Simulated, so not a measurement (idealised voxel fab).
The name of this process module is voxel gate over fins.
Each square cell in cross-section cut measures 5 nm, and the section as a whole is 255 nm wide.
This document writes a cross-section as a grid whose cells are square, and gives it as bands, listed from the top down; one or more rows of cells form a band.
Per band: top height and bottom height in nm, followed by the left-to-right materials and their widths in nm; "throughout" marks a single material spanning edge to edge, "blank" marks empty space.
Height is counted from the level 0, under which the received wafer is composed throughout of one material. The lowest of the bands is not closed at the bottom but continues downward, in the notation "top 0, no bottom".
The notation "30..40" denotes a width that varies across the rows of cells in the band, beginning at the first number in the top row, finishing at the second number in the bottom row, and changing by an identical amount from each row to the next.
"no modification" means the step left every cell of the cross-section as it was.
"Enclosed void listing": sealed empty spaces, 8 cells or more, no open way to top, listed width x height at distance, with distance from the left edge and width, height and distance in nm.
Heads up: the bit after the settings on a step's line is the simulator's remark on that step.
overlay nm: right-of-plan distance of the mask on a masked step; negative values mean left-of-plan.
[The steps planned for the process are as follows]
- 1: RECEIVE (material Si)
- 2: CONFORMAL_DEP (material SiN; thk nm 5)
- 3: DIRECTIONAL_DEP (material aC; thk nm 15)
- 4: PATTERN (tone cover; mask id FINS; material resist; width nm 15; pitch nm 35; thk nm 35; overlay nm 0)
- 5: DIRECTIONAL_ETCH (etch materials aC; depth nm 15)
- 6: STRIP (etch materials resist)
- 7: DIRECTIONAL_ETCH (etch materials SiN; depth nm 5)
- 8: DIRECTIONAL_ETCH (etch materials Si; depth nm 30)
- 9: STRIP (etch materials aC)
- 10: FILL_DEP (material SiO2; thk nm 15)
- 11: CMP (height nm 5)
- 12: SELECTIVE_ETCH (etch materials SiO2; depth nm 15)
- 13: STRIP (etch materials SiN)
- 14: CONFORMAL_DEP (material HfO2; thk nm 5)
- 15: CONFORMAL_DEP (material TiN; thk nm 5)
- 16: CONFORMAL_DEP (material TiAl; thk nm 5)
- 17: CONFORMAL_DEP (material TiN; thk nm 5)
- 18: FILL_DEP (material W; thk nm 15)
- 19: CMP (height nm 30)
- 20: CONFORMAL_DEP (material SiN; thk nm 10)
[Delivered wafer in cross-section: state after step 1]
	top 0, no bottom | Si throughout
	Enclosed void listing: none
[Here's the wafer cut in cross-section after the module, started and planned just like above, except one thing was done wrong in the run]
	top 40, bottom 30 | SiN throughout
	top 30, bottom 20 | W throughout
	top 20, bottom 15 | W: 55  TiN: 160  W: 40
	top 15, bottom 10 | W: 55  TiN: 5  TiAl: 150  TiN: 5  W: 40
	top 10, bottom 5 | TiN: 60  TiAl: 5  TiN: 140  TiAl: 5  TiN: 45
	top 5, bottom 0 | TiAl: 65  TiN: 5  HfO2: 25  TiN: 10  HfO2: 25  TiN: 10  HfO2: 25  TiN: 10  HfO2: 25  TiN: 5  TiAl: 50
	top 0, bottom -5 | TiN: 70  HfO2: 5  Si: 15  HfO2: 5  TiN: 10  HfO2: 5  Si: 15  HfO2: 5  TiN: 10  HfO2: 5  Si: 15  HfO2: 5  TiN: 10  HfO2: 5  Si: 15  HfO2: 5  TiN: 55
	top -5, bottom -10 | HfO2: 75  Si: 15  HfO2: 20  Si: 15  HfO2: 20  Si: 15  HfO2: 20  Si: 15  HfO2: 60
	top -10, bottom -30 | SiO2: 75  Si: 15  SiO2: 20  Si: 15  SiO2: 20  Si: 15  SiO2: 20  Si: 15  SiO2: 60
	top -30, no bottom | Si throughout
	Enclosed void listing: none
Heads up, the wafer didn't run the way we planned it: contrary to plan, step 4 was performed as PATTERN (tone cover; mask id FINS; material resist; width nm 15; pitch nm 35; thk nm 35; overlay nm 10)
